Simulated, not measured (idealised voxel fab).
process module | voxel fin reveal
Cross-section cut spans 220 nm and uses square cells 5 nm in size.
Throughout this document, each cross-section is represented as a grid of square cells and is presented as a sequence of bands enumerated from the top downward, where a band comprises one or more rows of cells. Quick guide to a band line: top height, bottom height (nm) up front; then every material left to right with its width in nm. Only one material and it's marked "all across"? Then it fills the band edge to edge. And "empty" just means empty space. Measure heights from 0. That's the level where, below it, the as-received wafer is all one material. The lowest band is bottomless and extends downward; write it as in "0 down". The width entry "30->40" should be interpreted row by row: the top row of cells in the band takes the first number, the bottom row takes the second number, and the change between adjacent rows is uniform throughout. For the purposes of this document, the phrase "nothing got changed" attached to a step denotes that no cell within the cross-section was modified by that step. So "Closed void entries" is basically the list of trapped voids: any empty space of 8 cells or more that can't reach the top through an opening. They're written width x height at distance, the distance being from the left edge, and it's all nm. after a step's settings: what the simulator itself notes on the step. overlay nm: how far to the right of its planned place the mask lay on this masked step (negative: to the left).

Below is the list of planned process steps:
| 1 | RECEIVE,material Si |
| 2 | CONFORMAL_DEP,material SiN,thk nm 10 |
| 3 | MASKED_ETCH,tone cover,mask id FINS,width nm 15,pitch nm 45,etch materials SiN,depth nm 10,overlay nm 0 |
| 4 | MASKED_ETCH,tone cover,mask id FINS,width nm 15,pitch nm 45,etch materials Si,depth nm 35,overlay nm 0 |
| 5 | OXIDIZE,depth nm 5 |
| 6 | FILL_DEP,material SiO2,thk nm 10 |
| 7 | CMP,height nm 10 |
| 8 | SELECTIVE_ETCH,etch materials SiO2,depth nm 35 |
| 9 | STRIP,etch materials SiN |

Concerning the first of two wafers, which was run in accordance with the plan:

As-received state of the wafer in cross-section, equivalent to post-step 1:
- 0 down: Si all across
- Closed void entries: none

You're looking at a cross-section of the wafer after step 2:
- 10 to 0: SiN all across
- For the remainder of the cross-section, below 0, there is no change.

You're looking at a cross-section of the wafer after step 3:
- 10 to 0: 80 empty, then 15 SiN, then 30 empty, then 15 SiN, then 80 empty
- For the remainder of the cross-section, below 0, there is no change.

You're looking at a cross-section of the wafer after step 4:
- 10 to 0: 80 empty, then 15 SiN, then 30 empty, then 15 SiN, then 80 empty
- 0 to -35: 80 empty, then 15 Si, then 30 empty, then 15 Si, then 80 empty
- For the remainder of the cross-section, below -35, there is no change.

You're looking at a cross-section of the wafer after step 5:
- 10 to 0: 80 empty, then 15 SiN, then 30 empty, then 15 SiN, then 80 empty
- 0 to -35: 80 empty, then 5 SiO2, then 5 Si, then 5 SiO2, then 30 empty, then 5 SiO2, then 5 Si, then 5 SiO2, then 80 empty
- -35 to -40: 85 SiO2, then 5 Si, then 40 SiO2, then 5 Si, then 85 SiO2
- For the remainder of the cross-section, below -40, there is no change.

You're looking at a cross-section of the wafer after step 6:
- 20 to 10: SiO2 all across
- 10 to 0: 80 SiO2, then 15 SiN, then 30 SiO2, then 15 SiN, then 80 SiO2
- 0 to -40: 85 SiO2, then 5 Si, then 40 SiO2, then 5 Si, then 85 SiO2
- For the remainder of the cross-section, below -40, there is no change.

You're looking at a cross-section of the wafer after step 7:
- 10 to 0: 80 SiO2, then 15 SiN, then 30 SiO2, then 15 SiN, then 80 SiO2
- For the remainder of the cross-section, below 0, there is no change.

You're looking at a cross-section of the wafer after step 8:
- 10 to 0: 80 empty, then 15 SiN, then 30 empty, then 15 SiN, then 80 empty
- 0 to -25: 85 empty, then 5 Si, then 40 empty, then 5 Si, then 85 empty
- For the remainder of the cross-section, below -25, there is no change.

You're looking at a cross-section of the wafer after step 9:
- 0 to -25: 85 empty, then 5 Si, then 40 empty, then 5 Si, then 85 empty
- For the remainder of the cross-section, below -25, there is no change.

What follows concerns the second wafer, which started out like the first and was meant to follow the very same plan; one mistake crept in when it was run, but everything up to and including step 3 is the same as for the first wafer:

Second wafer, sectioned view, at step 4's planned end time:
- 10 to 0: 80 empty, then 15 SiN, then 30 empty, then 15 SiN, then 80 empty
- 0 to -45: 80 empty, then 15 Si, then 30 empty, then 15 Si, then 80 empty
- For the remainder of the cross-section, below -45, there is no change.

Second wafer, sectioned view, at step 5's planned end time:
- 10 to 0: 80 empty, then 15 SiN, then 30 empty, then 15 SiN, then 80 empty
- 0 to -45: 80 empty, then 5 SiO2, then 5 Si, then 5 SiO2, then 30 empty, then 5 SiO2, then 5 Si, then 5 SiO2, then 80 empty
- -45 to -50: 85 SiO2, then 5 Si, then 40 SiO2, then 5 Si, then 85 SiO2
- For the remainder of the cross-section, below -50, there is no change.

Second wafer, sectioned view, at step 6's planned end time:
- 20 to 10: SiO2 all across
- 10 to 0: 80 SiO2, then 15 SiN, then 30 SiO2, then 15 SiN, then 80 SiO2
- 0 to -50: 85 SiO2, then 5 Si, then 40 SiO2, then 5 Si, then 85 SiO2
- For the remainder of the cross-section, below -50, there is no change.

Second wafer, sectioned view, at step 7's planned end time:
- 10 to 0: 80 SiO2, then 15 SiN, then 30 SiO2, then 15 SiN, then 80 SiO2
- For the remainder of the cross-section, below 0, there is no change.

Second wafer, sectioned view, at step 8's planned end time:
- 10 to 0: 80 empty, then 15 SiN, then 30 empty, then 15 SiN, then 80 empty
- 0 to -25: 85 empty, then 5 Si, then 40 empty, then 5 Si, then 85 empty
- For the remainder of the cross-section, below -25, there is no change.

Second wafer, sectioned view, at step 9's planned end time:
- 0 to -25: 85 empty, then 5 Si, then 40 empty, then 5 Si, then 85 empty
- For the remainder of the cross-section, below -25, there is no change.
It is concluded that the wafer was processed incorrectly with respect to the plan, in that step 4 ran differently from the plan; actual operation with settings: MASKED_ETCH,tone cover,mask id FINS,width nm 15,pitch nm 45,etch materials Si,depth nm 45,overlay nm 0
At the finish, the second wafer shows more or fewer cells for some materials than the first does: Si: 84 fewer; SiO2: 84 more
